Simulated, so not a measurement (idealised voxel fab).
The following is a process module called voxel ribs on slabs.
We display cut, a cross-section 290 nm in width whose square cells are each 5 nm.
Cross-section spec: square-cell grid; bands listed top down; each band is one or more rows.
Top height, bottom height, nm. Materials left to right, width each, nm. Single material + "throughout" = fills band edge to edge. "blank" = empty.
It should be noted that heights are counted from 0, beneath which the wafer as supplied is of one material throughout, and that the lowest band possesses no lower boundary but continues downward, as written in "0 -> down".
Width: "30 to 40" (first number = top row, second number = bottom row, same change from row to row of cells).
You'll sometimes find "no alterations made" written for a step, and that's the way of saying that nowhere in the cross-section did a cell change during that step.
For the entry "Fully sealed cavities", the listed items are empty spaces with no open way to the top whose size is 8 cells or more; each item follows the pattern width x height at distance, where distance is from the left edge and all three are in nm.
Heads up: the bit after the settings on a step's line is the simulator's remark on that step.
overlay nm: step with mask; distance mask lay right of planned place; negative value = left of planned place.
# These are the steps we planned for the process
1,RECEIVE, material Si
2,DIRECTIONAL_DEP, material SiO2, thk nm 20
3,DIRECTIONAL_DEP, material SiN, thk nm 20
4,DIRECTIONAL_DEP, material aC, thk nm 10
5,PATTERN, tone cover, mask id RIB, material resist, width nm 30, thk nm 30, overlay nm 0
6,DIRECTIONAL_ETCH, etch materials aC, depth nm 10
7,STRIP, etch materials resist
8,DIRECTIONAL_ETCH, etch materials SiN, depth nm 5
9,STRIP, etch materials aC
10,PATTERN, tone cover, mask id SLAB, material resist, width nm 90, thk nm 15, overlay nm 0
11,DIRECTIONAL_ETCH, etch materials SiN, depth nm 15
12,STRIP, etch materials resist
13,FILL_DEP, material SiO2, thk nm 20
14,CMP, height nm 60
15,DIRECTIONAL_DEP, material TiN, thk nm 10
16,DIRECTIONAL_DEP, material aC, thk nm 10
17,PATTERN, tone cover, mask id HEATER, material resist, width nm 40, thk nm 25, overlay nm 0
18,DIRECTIONAL_ETCH, etch materials aC, depth nm 10
19,STRIP, etch materials resist
20,DIRECTIONAL_ETCH, etch materials TiN, depth nm 10
21,STRIP, etch materials aC
22,CONFORMAL_DEP, material SiN, thk nm 5
For clarity, it should be stated that the wafers under discussion commence in an identical condition and differ with respect to the thk nm of step 2, the plan indicating the value that the first wafer had.
# Cross-section of the first of several wafers as received (after step 1)
> 0 -> down: Si throughout
> Fully sealed cavities: none
# Last step of the module is step 22; after it, the first of several wafers in cross-section
> 75 -> 70: 120 of blank | 50 of SiN | 120 of blank
> 70 -> 65: 120 of blank | 5 of SiN | 40 of TiN | 5 of SiN | 120 of blank
> 65 -> 60: 125 of SiN | 40 of TiN | 125 of SiN
> 60 -> 40: SiO2 throughout
> 40 -> 35: 130 of SiO2 | 30 of SiN | 130 of SiO2
> 35 -> 20: 100 of SiO2 | 90 of SiN | 100 of SiO2
> 20 -> 0: SiO2 throughout
> 0 -> down: Si throughout
> Fully sealed cavities: none
# last wafer at the end
> 75 -> 70: 120 of blank | 50 of SiN | 120 of blank
> 70 -> 65: 120 of blank | 5 of SiN | 40 of TiN | 5 of SiN | 120 of blank
> 65 -> 60: 125 of SiN | 40 of TiN | 125 of SiN
> 60 -> 55: 130 of SiO2 | 30 of SiN | 130 of SiO2
> 55 -> 40: 100 of SiO2 | 90 of SiN | 100 of SiO2
> 40 -> 0: SiO2 throughout
> 0 -> down: Si throughout
> Fully sealed cavities: none
# each wafer at the end: cells of each material gained (+) or lost (-) since it was received, then its closed voids
thk nm 20, +122 SiN, +636 SiO2, +16 TiN, Fully sealed cavities: none
thk nm 25, +122 SiN, +636 SiO2, +16 TiN, Fully sealed cavities: none
thk nm 30, +122 SiN, +636 SiO2, +16 TiN, Fully sealed cavities: none
thk nm 35, +122 SiN, +636 SiO2, +16 TiN, Fully sealed cavities: none
thk nm 40, +122 SiN, +636 SiO2, +16 TiN, Fully sealed cavities: none
